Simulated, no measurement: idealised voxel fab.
The name of this process module is voxel air gaps.
Cross-section cut spans 240 nm and uses square cells 5 nm in size.
The cross-sections in this document take the form of a grid made of square cells. They are written out as bands, in order from top to bottom. Each band consists of one or more rows of cells. For a band, the entry starts with two heights in nm, that of the top and then that of the bottom, and carries on with the band's materials in order from left to right, each alongside its width in nm; the word "all across" beside a single material means it fills the band edge to edge, and "air" means empty space. We count height from 0. Below that, the starting wafer is all one material. The lowest band never ends at the bottom but goes on down; see "0 down" for how that is written. Per-row width for "30..40": begins at first number (top row of band), ends at second number (bottom row), increment between rows held constant. For the purposes of this document, the phrase "same as before" attached to a step denotes that no cell within the cross-section was modified by that step. Enclosed voids (no open way to top), threshold 8 cells or more, entry "Entrapped void list", notation width x height at distance, distance from left edge, nm. That trailing text on a step's line, after the settings, is the simulator's own remark on the step. When a step includes a mask, the "overlay nm" setting on its line states how far to the right of its planned place that mask lay, and negative values state how far to the left.

### Below is the list of planned process steps
1. RECEIVE | material Si
2. CONFORMAL_DEP | material SiO2 | thk nm 10
3. CONFORMAL_DEP | material SiCN | thk nm 5
4. DIRECTIONAL_DEP | material lowk | thk nm 35
5. DIRECTIONAL_DEP | material aC | thk nm 15
6. PATTERN | tone open | mask id LINES | material resist | width nm 25 | pitch nm 50 | thk nm 35 | overlay nm 0
7. DIRECTIONAL_ETCH | etch materials aC | depth nm 15
8. STRIP | etch materials resist
9. DIRECTIONAL_ETCH | etch materials lowk | depth nm 35
10. STRIP | etch materials aC
11. CONFORMAL_DEP | material TiN | thk nm 5
12. FILL_DEP | material Cu | thk nm 10
13. CMP | height nm 50
14. EPI | material Ru | thk nm 10
15. SELECTIVE_ETCH | etch materials lowk | depth nm 45
16. CONFORMAL_DEP | material SiCN | thk nm 5

### Wafer cross-section on receipt, i.e. after step 1
> 0 down  Si all across
> Entrapped void list: none

### Final cross-section, module run with one mistake (start and plan as above)
> 65 to 60  air (10)  SiCN (205)  air (25)
> 60 to 50  air (10)  SiCN (5)  Ru (45)  SiCN (5)  Ru (45)  SiCN (5)  Ru (45)  SiCN (5)  Ru (45)  SiCN (5)  air (25)
> 50 to 45  air (10)  SiCN (15)  TiN (5)  Cu (15)  TiN (5)  SiCN (25)  TiN (5)  Cu (15)  TiN (5)  SiCN (25)  TiN (5)  Cu (15)  TiN (5)  SiCN (25)  TiN (5)  Cu (15)  TiN (5)  SiCN (15)  air (25)
> 45 to 20  air (20)  SiCN (5)  TiN (5)  Cu (15)  TiN (5)  SiCN (5)  air (15)  SiCN (5)  TiN (5)  Cu (15)  TiN (5)  SiCN (5)  air (15)  SiCN (5)  TiN (5)  Cu (15)  TiN (5)  SiCN (5)  air (15)  SiCN (5)  TiN (5)  Cu (15)  TiN (5)  SiCN (5)  air (35)
> 20 to 15  SiCN (25)  TiN (25)  SiCN (25)  TiN (25)  SiCN (25)  TiN (25)  SiCN (25)  TiN (25)  SiCN (40)
> 15 to 10  SiCN all across
> 10 to 0  SiO2 all across
> 0 down  Si all across
> Entrapped void list: 15 x 25 at 55; 15 x 25 at 105; 15 x 25 at 155
Plan not followed: in deviation from the planned setting, step 6 was conducted as PATTERN | tone open | mask id LINES | material resist | width nm 25 | pitch nm 50 | thk nm 35 | overlay nm -5
